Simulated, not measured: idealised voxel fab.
Documented hereafter: the process module known as voxel double patterning.
Each square cell in cross-section cut measures 5 nm, and the section as a whole is 155 nm wide.
Notation: cross-section as square-cell grid; stated in bands, top first, going down; one or more cell rows per band.
It is stipulated that each band's entry specify, in nanometres, the height of the top of the band and then that of its bottom, followed by the materials of the band in left-to-right sequence, each together with its width in nanometres. A single material marked by the word "edge to edge" is understood to fill the band from edge to edge; the word "air" is understood to denote empty space.
The reference from which all heights are counted is 0, the level beneath which the as-received wafer is entirely one material; the lowest band, having no lower bound, proceeds downward and is written after the example "z 0 and below".
Width "30..40": first value at the band's top row of cells, second value at its bottom row, equal change from row to row.
When a step is marked "same as before", none of the cells in the cross-section changed during that step.
So "Closed cavity list" is basically the list of trapped voids: any empty space of 8 cells or more that can't reach the top through an opening. They're written width x height at distance, the distance being from the left edge, and it's all nm.
That trailing text on a step's line, after the settings, is the simulator's own remark on the step.
Steps that use a mask can have "overlay nm" on their line. It says how far the mask sat to the right of where it was meant to be. Negative means to the left.
# The steps planned for the process are as follows
1,RECEIVE, material Si
2,CONFORMAL_DEP, material SiO2, thk nm 5
3,DIRECTIONAL_DEP, material polySi, thk nm 10
4,DIRECTIONAL_DEP, material SiN, thk nm 10
5,MASKED_ETCH, tone open, mask id FIRST, width nm 15, pitch nm 50, etch materials SiN, depth nm 10, overlay nm 0
6,PATTERN, tone open, mask id SECOND, material resist, width nm 15, pitch nm 50, thk nm 15, overlay nm 0
7,DIRECTIONAL_ETCH, etch materials SiN, depth nm 10
8,STRIP, etch materials resist
9,DIRECTIONAL_ETCH, etch materials polySi, depth nm 10
10,STRIP, etch materials SiN
# Cross-section of the incoming wafer, state after step 1
- z 0 and below = Si edge to edge
- Closed cavity list: none
# Cross-sectional view of the first of the two wafers upon completion of the module, processed in accordance with the plan
- z 15 to 5 = polySi 20; air 15; polySi 10; air 15; polySi 10; air 15; polySi 10; air 15; polySi 10; air 15; polySi 20
- z 5 to 0 = SiO2 edge to edge
- z 0 and below = Si edge to edge
- Closed cavity list: none
# This is the second of the two wafers, cross-sectioned at the end of the module; it started exactly like the first and was given the same plan, but it was run with one mistake
- z 25 to 15 = SiN 20; air 15; SiN 10; air 15; SiN 10; air 15; SiN 10; air 15; SiN 10; air 15; SiN 20
- z 15 to 5 = polySi 20; air 15; polySi 10; air 15; polySi 10; air 15; polySi 10; air 15; polySi 10; air 15; polySi 20
- z 5 to 0 = SiO2 edge to edge
- z 0 and below = Si edge to edge
- Closed cavity list: none
Where did the run depart from the plan? plan step 10 was not performed, having been skipped
Per the end-of-run cell counts, the second wafer holds more or fewer of some materials than the first: SiN +32
